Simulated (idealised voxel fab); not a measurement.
This is a process module. Its name is voxel local oxidation.
cross-section cut | 160 nm wide | cells 5 nm
We lay out every cross-section as a grid of square cells and spell it out in bands from the top down, where one band means one or more rows of cells.
Heads up on the band format: heights come first, top then bottom, in nm. After that it's the materials left to right, each with its width in nm. A single material flagged "everywhere" fills the whole band edge to edge, and "empty" means there's empty space there.
Heights are measured from 0, the level below which the as-received wafer is all one material; the lowest band has no bottom and continues downward, written as in "top 0, no bottom".
A width given as "30->40" starts at the first number in the band's top row and ends at the second number in its bottom row, shifting by an equal amount at every step from row to row.
The cross-section has no changed cell in any step marked "no alterations made".
For the entry "Fully enclosed voids", the listed items are empty spaces with no open way to the top whose size is 8 cells or more; each item follows the pattern width x height at distance, where distance is from the left edge and all three are in nm.
If you see something after the settings on a step's line, that's the simulator's own remark about that step.
On any step carrying a mask, the "overlay nm" setting, if present on the step's line, tells how far right of its planned place the mask lay; negative values point to the left.
Everything after this point is organized in pairs: a cross-section before one process step, a cross-section after it that shows only as deep as the lowest changed band, and, under the pair, the intervening step with its settings. Because different runs of this module on the same starting wafer can supply different pairs, a pair continues from the pair above it only if its entry headed "Incoming profile" says so.

-- Incoming profile
top 0, no bottom | Si everywhere
Fully enclosed voids: none

-- Cross-Section Thereafter
top 5, bottom 0 | SiO2 everywhere
At heights below 0, the structure remains unaltered.
Fully enclosed voids: none
Step applied between the pre-step and post-step cross-sections shown above: CONFORMAL_DEP: material SiO2, thk nm 5

Incoming profile: per the after cross-section of the pair just above.

-- Cross-Section Thereafter
top 20, bottom 5 | SiN everywhere
At heights below 5, the structure remains unaltered.
Fully enclosed voids: none
Step applied between the pre-step and post-step cross-sections shown above: CONFORMAL_DEP: material SiN, thk nm 15

Incoming profile: per the after cross-section of the pair just above.

-- Cross-Section Thereafter
top 40, bottom 20 | empty 20, resist 115, empty 25
At heights below 20, the structure remains unaltered.
Fully enclosed voids: none
Step applied between the pre-step and post-step cross-sections shown above: PATTERN: tone cover, mask id ACTIVE, material resist, width nm 115, thk nm 20, overlay nm 0

Incoming profile: per the after cross-section of the pair just above.

-- Cross-Section Thereafter
top 40, bottom 20 | empty 20, resist 115, empty 25
top 20, bottom 5 | empty 20, SiN 115, empty 25
At heights below 5, the structure remains unaltered.
Fully enclosed voids: none
Step applied between the pre-step and post-step cross-sections shown above: DIRECTIONAL_ETCH: etch materials SiN, depth nm 15

Incoming profile: per the after cross-section of the pair just above.

-- Cross-Section Thereafter
top 20, bottom 5 | empty 20, SiN 115, empty 25
At heights below 5, the structure remains unaltered.
Fully enclosed voids: none
Step applied between the pre-step and post-step cross-sections shown above: STRIP: etch materials resist

Incoming profile: per the after cross-section of the pair just above.

-- Cross-Section Thereafter
top 20, bottom 5 | empty 20, SiN 115, empty 25
top 5, bottom 0 | empty 25, SiO2 105, empty 30
At heights below 0, the structure remains unaltered.
Fully enclosed voids: none
Step applied between the pre-step and post-step cross-sections shown above: SELECTIVE_ETCH: etch materials SiO2, depth nm 5

Incoming profile: per the after cross-section of the pair just above.

-- Cross-Section Thereafter
top 20, bottom 5 | empty 20, SiN 115, empty 25
top 5, bottom 0 | empty 25, SiO2 105, empty 30
top 0, bottom -15 | SiO2 40, Si 75, SiO2 45
At heights below -15, the structure remains unaltered.
Fully enclosed voids: none
Step applied between the pre-step and post-step cross-sections shown above: OXIDIZE: depth nm 15

Incoming profile: per the after cross-section of the pair just above.

-- Cross-Section Thereafter
top 5, bottom 0 | empty 25, SiO2 105, empty 30
At heights below 0, the structure remains unaltered.
Fully enclosed voids: none
Step applied between the pre-step and post-step cross-sections shown above: STRIP: etch materials SiN

-- Incoming profile
top 0, no bottom | Si everywhere
Fully enclosed voids: none

-- Cross-Section Thereafter
top 15, bottom 0 | SiN everywhere
At heights below 0, the structure remains unaltered.
Fully enclosed voids: none
Step applied between the pre-step and post-step cross-sections shown above: CONFORMAL_DEP: material SiN, thk nm 15

Incoming profile: per the after cross-section of the pair just above.

-- Cross-Section Thereafter
top 35, bottom 15 | empty 20, resist 115, empty 25
At heights below 15, the structure remains unaltered.
Fully enclosed voids: none
Step applied between the pre-step and post-step cross-sections shown above: PATTERN: tone cover, mask id ACTIVE, material resist, width nm 115, thk nm 20, overlay nm 0

Incoming profile: per the after cross-section of the pair just above.

-- Cross-Section Thereafter
top 35, bottom 15 | empty 20, resist 115, empty 25
top 15, bottom 0 | empty 20, SiN 115, empty 25
At heights below 0, the structure remains unaltered.
Fully enclosed voids: none
Step applied between the pre-step and post-step cross-sections shown above: DIRECTIONAL_ETCH: etch materials SiN, depth nm 15

Incoming profile: per the after cross-section of the pair just above.

-- Cross-Section Thereafter
top 15, bottom 0 | empty 20, SiN 115, empty 25
At heights below 0, the structure remains unaltered.
Fully enclosed voids: none
Step applied between the pre-step and post-step cross-sections shown above: STRIP: etch materials resist

Incoming profile: per the after cross-section of the pair just above.

-- Cross-Section Thereafter
top 15, bottom 0 | empty 20, SiN 115, empty 25
top 0, bottom -15 | SiO2 35, Si 85, SiO2 40
At heights below -15, the structure remains unaltered.
Fully enclosed voids: none
Step applied between the pre-step and post-step cross-sections shown above: OXIDIZE: depth nm 15

Incoming profile: per the after cross-section of the pair just above.

-- Cross-Section Thereafter
top 0, bottom -15 | SiO2 35, Si 85, SiO2 40
At heights below -15, the structure remains unaltered.
Fully enclosed voids: none
Step applied between the pre-step and post-step cross-sections shown above: STRIP: etch materials SiN

-- Incoming profile
top 20, bottom 5 | empty 20, SiN 115, empty 25
top 5, bottom 0 | empty 25, SiO2 105, empty 30
top 0, no bottom | Si everywhere
Fully enclosed voids: none

-- Cross-Section Thereafter
top 5, bottom 0 | empty 25, SiO2 105, empty 30
At heights below 0, the structure remains unaltered.
Fully enclosed voids: none
Step applied between the pre-step and post-step cross-sections shown above: STRIP: etch materials SiN

Incoming profile: per the after cross-section of the pair just above.

-- Cross-Section Thereafter
top 5, bottom 0 | empty 25, SiO2 105, empty 30
top 0, bottom -15 | SiO2 40, Si 75, SiO2 45
At heights below -15, the structure remains unaltered.
Fully enclosed voids: none
Step applied between the pre-step and post-step cross-sections shown above: OXIDIZE: depth nm 15

-- Incoming profile
top 0, no bottom | Si everywhere
Fully enclosed voids: none

-- Cross-Section Thereafter
top 15, bottom 0 | SiO2 everywhere
At heights below 0, the structure remains unaltered.
Fully enclosed voids: none
Step applied between the pre-step and post-step cross-sections shown above: CONFORMAL_DEP: material SiO2, thk nm 15

Incoming profile: per the after cross-section of the pair just above.

-- Cross-Section Thereafter
top 30, bottom 15 | SiN everywhere
At heights below 15, the structure remains unaltered.
Fully enclosed voids: none
Step applied between the pre-step and post-step cross-sections shown above: CONFORMAL_DEP: material SiN, thk nm 15

Incoming profile: per the after cross-section of the pair just above.

-- Cross-Section Thereafter
top 50, bottom 30 | empty 20, resist 115, empty 25
At heights below 30, the structure remains unaltered.
Fully enclosed voids: none
Step applied between the pre-step and post-step cross-sections shown above: PATTERN: tone cover, mask id ACTIVE, material resist, width nm 115, thk nm 20, overlay nm 0

Incoming profile: per the after cross-section of the pair just above.

-- Cross-Section Thereafter
top 50, bottom 30 | empty 20, resist 115, empty 25
top 30, bottom 15 | empty 20, SiN 115, empty 25
At heights below 15, the structure remains unaltered.
Fully enclosed voids: none
Step applied between the pre-step and post-step cross-sections shown above: DIRECTIONAL_ETCH: etch materials SiN, depth nm 15

Incoming profile: per the after cross-section of the pair just above.

-- Cross-Section Thereafter
top 30, bottom 15 | empty 20, SiN 115, empty 25
At heights below 15, the structure remains unaltered.
Fully enclosed voids: none
Step applied between the pre-step and post-step cross-sections shown above: STRIP: etch materials resist

Incoming profile: per the after cross-section of the pair just above.

-- Cross-Section Thereafter
top 30, bottom 15 | empty 20, SiN 115, empty 25
top 15, bottom 10 | empty 25, SiO2 105, empty 30
At heights below 10, the structure remains unaltered.
Fully enclosed voids: none
Step applied between the pre-step and post-step cross-sections shown above: SELECTIVE_ETCH: etch materials SiO2, depth nm 5

Incoming profile: per the after cross-section of the pair just above.

-- Cross-Section Thereafter
top 15, bottom 10 | empty 25, SiO2 105, empty 30
At heights below 10, the structure remains unaltered.
Fully enclosed voids: none
Step applied between the pre-step and post-step cross-sections shown above: STRIP: etch materials SiN

-- Incoming profile
top 20, bottom 5 | SiN everywhere
top 5, bottom 0 | SiO2 everywhere
top 0, no bottom | Si everywhere
Fully enclosed voids: none

-- Cross-Section Thereafter
top 40, bottom 20 | empty 15, resist 125, empty 20
At heights below 20, the structure remains unaltered.
Fully enclosed voids: none
Step applied between the pre-step and post-step cross-sections shown above: PATTERN: tone cover, mask id ACTIVE, material resist, width nm 125, thk nm 20, overlay nm 0

Incoming profile: per the after cross-section of the pair just above.

-- Cross-Section Thereafter
top 40, bottom 20 | empty 15, resist 125, empty 20
top 20, bottom 5 | empty 15, SiN 125, empty 20
At heights below 5, the structure remains unaltered.
Fully enclosed voids: none
Step applied between the pre-step and post-step cross-sections shown above: DIRECTIONAL_ETCH: etch materials SiN, depth nm 15

Incoming profile: per the after cross-section of the pair just above.

-- Cross-Section Thereafter
top 20, bottom 5 | empty 15, SiN 125, empty 20
At heights below 5, the structure remains unaltered.
Fully enclosed voids: none
Step applied between the pre-step and post-step cross-sections shown above: STRIP: etch materials resist

Incoming profile: per the after cross-section of the pair just above.

-- Cross-Section Thereafter
top 20, bottom 5 | empty 15, SiN 125, empty 20
top 5, bottom 0 | empty 20, SiO2 115, empty 25
At heights below 0, the structure remains unaltered.
Fully enclosed voids: none
Step applied between the pre-step and post-step cross-sections shown above: SELECTIVE_ETCH: etch materials SiO2, depth nm 5

Incoming profile: per the after cross-section of the pair just above.

-- Cross-Section Thereafter
top 20, bottom 5 | empty 15, SiN 125, empty 20
top 5, bottom 0 | empty 20, SiO2 115, empty 25
top 0, bottom -15 | SiO2 35, Si 85, SiO2 40
At heights below -15, the structure remains unaltered.
Fully enclosed voids: none
Step applied between the pre-step and post-step cross-sections shown above: OXIDIZE: depth nm 15

Incoming profile: per the after cross-section of the pair just above.

-- Cross-Section Thereafter
top 5, bottom 0 | empty 20, SiO2 115, empty 25
At heights below 0, the structure remains unaltered.
Fully enclosed voids: none
Step applied between the pre-step and post-step cross-sections shown above: STRIP: etch materials SiN

-- Incoming profile
top 20, bottom 5 | SiN everywhere
top 5, bottom 0 | SiO2 everywhere
top 0, no bottom | Si everywhere
Fully enclosed voids: none

-- Cross-Section Thereafter
top 40, bottom 20 | empty 30, resist 115, empty 15
At heights below 20, the structure remains unaltered.
Fully enclosed voids: none
Step applied between the pre-step and post-step cross-sections shown above: PATTERN: tone cover, mask id ACTIVE, material resist, width nm 115, thk nm 20, overlay nm 10

Incoming profile: per the after cross-section of the pair just above.

-- Cross-Section Thereafter
top 40, bottom 20 | empty 30, resist 115, empty 15
top 20, bottom 5 | empty 30, SiN 115, empty 15
At heights below 5, the structure remains unaltered.
Fully enclosed voids: none
Step applied between the pre-step and post-step cross-sections shown above: DIRECTIONAL_ETCH: etch materials SiN, depth nm 15

Incoming profile: per the after cross-section of the pair just above.

-- Cross-Section Thereafter
top 20, bottom 5 | empty 30, SiN 115, empty 15
At heights below 5, the structure remains unaltered.
Fully enclosed voids: none
Step applied between the pre-step and post-step cross-sections shown above: STRIP: etch materials resist

Incoming profile: per the after cross-section of the pair just above.

-- Cross-Section Thereafter
top 20, bottom 5 | empty 30, SiN 115, empty 15
top 5, bottom 0 | empty 35, SiO2 105, empty 20
At heights below 0, the structure remains unaltered.
Fully enclosed voids: none
Step applied between the pre-step and post-step cross-sections shown above: SELECTIVE_ETCH: etch materials SiO2, depth nm 5

Incoming profile: per the after cross-section of the pair just above.

-- Cross-Section Thereafter
top 20, bottom 5 | empty 30, SiN 115, empty 15
top 5, bottom 0 | empty 35, SiO2 105, empty 20
top 0, bottom -15 | SiO2 50, Si 75, SiO2 35
At heights below -15, the structure remains unaltered.
Fully enclosed voids: none
Step applied between the pre-step and post-step cross-sections shown above: OXIDIZE: depth nm 15

Incoming profile: per the after cross-section of the pair just above.

-- Cross-Section Thereafter
top 5, bottom 0 | empty 35, SiO2 105, empty 20
At heights below 0, the structure remains unaltered.
Fully enclosed voids: none
Step applied between the pre-step and post-step cross-sections shown above: STRIP: etch materials SiN

-- Incoming profile
top 5, bottom 0 | SiO2 everywhere
top 0, no bottom | Si everywhere
Fully enclosed voids: none

-- Cross-Section Thereafter
top 20, bottom 0 | SiO2 everywhere
At heights below 0, the structure remains unaltered.
Fully enclosed voids: none
Step applied between the pre-step and post-step cross-sections shown above: CONFORMAL_DEP: material SiO2, thk nm 15

Incoming profile: per the after cross-section of the pair just above.

-- Cross-Section Thereafter
top 40, bottom 20 | empty 20, resist 115, empty 25
At heights below 20, the structure remains unaltered.
Fully enclosed voids: none
Step applied between the pre-step and post-step cross-sections shown above: PATTERN: tone cover, mask id ACTIVE, material resist, width nm 115, thk nm 20, overlay nm 0

Incoming profile: per the after cross-section of the pair just above.

-- Cross-Section Thereafter
top 20, bottom 0 | SiO2 everywhere
At heights below 0, the structure remains unaltered.
Fully enclosed voids: none
Step applied between the pre-step and post-step cross-sections shown above: STRIP: etch materials resist

Incoming profile: per the after cross-section of the pair just above.

-- Cross-Section Thereafter
top 15, bottom 0 | SiO2 everywhere
At heights below 0, the structure remains unaltered.
Fully enclosed voids: none
Step applied between the pre-step and post-step cross-sections shown above: SELECTIVE_ETCH: etch materials SiO2, depth nm 5

-- Incoming profile
top 20, bottom 5 | SiN everywhere
top 5, bottom 0 | SiO2 everywhere
top 0, no bottom | Si everywhere
Fully enclosed voids: none

-- Cross-Section Thereafter
top 40, bottom 20 | resist 20, empty 115, resist 25
At heights below 20, the structure remains unaltered.
Fully enclosed voids: none
Step applied between the pre-step and post-step cross-sections shown above: PATTERN: tone open, mask id ACTIVE, material resist, width nm 115, thk nm 20, overlay nm 0

Incoming profile: per the after cross-section of the pair just above.

-- Cross-Section Thereafter
top 40, bottom 20 | resist 20, empty 115, resist 25
top 20, bottom 5 | SiN 20, empty 115, SiN 25
At heights below 5, the structure remains unaltered.
Fully enclosed voids: none
Step applied between the pre-step and post-step cross-sections shown above: DIRECTIONAL_ETCH: etch materials SiN, depth nm 15

Incoming profile: per the after cross-section of the pair just above.

-- Cross-Section Thereafter
top 20, bottom 5 | SiN 20, empty 115, SiN 25
At heights below 5, the structure remains unaltered.
Fully enclosed voids: none
Step applied between the pre-step and post-step cross-sections shown above: STRIP: etch materials resist

Incoming profile: per the after cross-section of the pair just above.

-- Cross-Section Thereafter
top 20, bottom 5 | SiN 20, empty 115, SiN 25
top 5, bottom 0 | SiO2 15, empty 125, SiO2 20
At heights below 0, the structure remains unaltered.
Fully enclosed voids: none
Step applied between the pre-step and post-step cross-sections shown above: SELECTIVE_ETCH: etch materials SiO2, depth nm 5

Incoming profile: per the after cross-section of the pair just above.

-- Cross-Section Thereafter
top 20, bottom 5 | SiN 20, empty 115, SiN 25
top 5, bottom 0 | SiO2 15, empty 125, SiO2 20
top 0, bottom -15 | SiO2 155, Si 5
At heights below -15, the structure remains unaltered.
Fully enclosed voids: none
Step applied between the pre-step and post-step cross-sections shown above: OXIDIZE: depth nm 15

Incoming profile: per the after cross-section of the pair just above.

-- Cross-Section Thereafter
top 5, bottom 0 | SiO2 15, empty 125, SiO2 20
At heights below 0, the structure remains unaltered.
Fully enclosed voids: none
Step applied between the pre-step and post-step cross-sections shown above: STRIP: etch materials SiN
